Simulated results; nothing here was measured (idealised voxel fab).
This section sets out a process module, namely voxel ribs on slabs.
The figure presents cross-section cut, which has a width of 205 nm and is divided into square cells with an edge length of 5 nm.
Reading order for cross-sections: top band down to bottom band. Underlying form: a grid of square cells. Band size: one or more rows of cells.
It is stipulated that each band's entry specify, in nanometres, the height of the top of the band and then that of its bottom, followed by the materials of the band in left-to-right sequence, each together with its width in nanometres. A single material marked by the word "everywhere" is understood to fill the band from edge to edge; the word "empty" is understood to denote empty space.
Heights from 0 (as-received wafer is one material below). Bottom band endless downward, as "0 and below".
A width given as "30 to 40" starts at the first number in the band's top row and ends at the second number in its bottom row, shifting by an equal amount at every step from row to row.
When a step is marked "no modifications", none of the cells in the cross-section changed during that step.
Voids not open to the top, 8 cells minimum: see "Enclosed void inventory". Written width x height at distance; distance is from the left edge; nm.
Step line, after settings: the simulator's comment on this step.
The line of a step may include "overlay nm". On a step with a mask, this value is how far to the right of its planned place the mask lay. A negative value means the mask lay to the left.

Process steps - plan
- 1: RECEIVE,material Si
- 2: DIRECTIONAL_DEP,material SiO2,thk nm 25
- 3: DIRECTIONAL_DEP,material polySi,thk nm 20
- 4: PATTERN,tone cover,mask id RIB,material resist,width nm 30,thk nm 20,overlay nm 0
- 5: DIRECTIONAL_ETCH,etch materials polySi,depth nm 10
- 6: STRIP,etch materials resist
- 7: MASKED_ETCH,tone cover,mask id SLAB,width nm 60,etch materials polySi,depth nm 10,overlay nm 0
- 8: FILL_DEP,material SiO2,thk nm 25
- 9: CMP,height nm 60
- 10: DIRECTIONAL_DEP,material TiN,thk nm 5
- 11: PATTERN,tone cover,mask id HEATER,material resist,width nm 40,thk nm 20,overlay nm 0
- 12: DIRECTIONAL_ETCH,etch materials TiN,depth nm 5
- 13: STRIP,etch materials resist
- 14: CONFORMAL_DEP,material SiO2,thk nm 10

First wafer, as planned

As received, after step 1
    0 and below = Si everywhere
    Enclosed void inventory: none

The wafer in cross-section once step 2 is complete
    25 down to 0 = SiO2 everywhere
    Everything under 0 stays put, no change at all.

The wafer in cross-section once step 3 is complete
    45 down to 25 = polySi everywhere
    Everything under 25 stays put, no change at all.

The wafer in cross-section once step 4 is complete
    65 down to 45 = 85 of empty / 30 of resist / 90 of empty
    Everything under 45 stays put, no change at all.

The wafer in cross-section once step 5 is complete
    65 down to 45 = 85 of empty / 30 of resist / 90 of empty
    45 down to 35 = 85 of empty / 30 of polySi / 90 of empty
    Everything under 35 stays put, no change at all.

The wafer in cross-section once step 6 is complete
    45 down to 35 = 85 of empty / 30 of polySi / 90 of empty
    Everything under 35 stays put, no change at all.

The wafer in cross-section once step 7 is complete
    45 down to 35 = 85 of empty / 30 of polySi / 90 of empty
    35 down to 25 = 70 of empty / 60 of polySi / 75 of empty
    Everything under 25 stays put, no change at all.

The wafer in cross-section once step 8 is complete
    70 down to 45 = SiO2 everywhere
    45 down to 35 = 85 of SiO2 / 30 of polySi / 90 of SiO2
    35 down to 25 = 70 of SiO2 / 60 of polySi / 75 of SiO2
    Everything under 25 stays put, no change at all.

The wafer in cross-section once step 9 is complete
    60 down to 45 = SiO2 everywhere
    Everything under 45 stays put, no change at all.

The wafer in cross-section once step 10 is complete
    65 down to 60 = TiN everywhere
    Everything under 60 stays put, no change at all.

The wafer in cross-section once step 11 is complete
    85 down to 65 = 80 of empty / 40 of resist / 85 of empty
    Everything under 65 stays put, no change at all.

The wafer in cross-section once step 12 is complete
    85 down to 65 = 80 of empty / 40 of resist / 85 of empty
    65 down to 60 = 80 of empty / 40 of TiN / 85 of empty
    Everything under 60 stays put, no change at all.

The wafer in cross-section once step 13 is complete
    65 down to 60 = 80 of empty / 40 of TiN / 85 of empty
    Everything under 60 stays put, no change at all.

The wafer in cross-section once step 14 is complete
    75 down to 70 = 70 of empty / 60 of SiO2 / 75 of empty
    70 down to 65 = SiO2 everywhere
    65 down to 60 = 80 of SiO2 / 40 of TiN / 85 of SiO2
    Everything under 60 stays put, no change at all.

The remaining wafer, second of the two, started like the first and was run to the same plan, except that one mistake was made along the way; the two coincide through step 3, inclusive

Second wafer: cross-section at the scheduled end of step 4
    65 down to 45 = 85 of resist / 30 of empty / 90 of resist
    Everything under 45 stays put, no change at all.

Second wafer: cross-section at the scheduled end of step 5
    65 down to 45 = 85 of resist / 30 of empty / 90 of resist
    45 down to 35 = 85 of polySi / 30 of empty / 90 of polySi
    Everything under 35 stays put, no change at all.

Second wafer: cross-section at the scheduled end of step 6
    45 down to 35 = 85 of polySi / 30 of empty / 90 of polySi
    Everything under 35 stays put, no change at all.

Second wafer: cross-section at the scheduled end of step 7
    45 down to 35 = 70 of empty / 15 of polySi / 30 of empty / 15 of polySi / 75 of empty
    Everything under 35 stays put, no change at all.

Second wafer: cross-section at the scheduled end of step 8
    70 down to 45 = SiO2 everywhere
    45 down to 35 = 70 of SiO2 / 15 of polySi / 30 of SiO2 / 15 of polySi / 75 of SiO2
    Everything under 35 stays put, no change at all.

Second wafer: cross-section at the scheduled end of step 9
    60 down to 45 = SiO2 everywhere
    Everything under 45 stays put, no change at all.

Second wafer: cross-section at the scheduled end of step 10
    65 down to 60 = TiN everywhere
    Everything under 60 stays put, no change at all.

Second wafer: cross-section at the scheduled end of step 11
    85 down to 65 = 80 of empty / 40 of resist / 85 of empty
    Everything under 65 stays put, no change at all.

Second wafer: cross-section at the scheduled end of step 12
    85 down to 65 = 80 of empty / 40 of resist / 85 of empty
    65 down to 60 = 80 of empty / 40 of TiN / 85 of empty
    Everything under 60 stays put, no change at all.

Second wafer: cross-section at the scheduled end of step 13
    65 down to 60 = 80 of empty / 40 of TiN / 85 of empty
    Everything under 60 stays put, no change at all.

Second wafer: cross-section at the scheduled end of step 14
    75 down to 70 = 70 of empty / 60 of SiO2 / 75 of empty
    70 down to 65 = SiO2 everywhere
    65 down to 60 = 80 of SiO2 / 40 of TiN / 85 of SiO2
    Everything under 60 stays put, no change at all.
Finding, execution versus plan: step 4 did not happen as planned, as run it was PATTERN,tone open,mask id RIB,material resist,width nm 30,thk nm 20,overlay nm 0
Materials where the second wafer ends with more or fewer cells than the first: -58 SiO2; +58 polySi
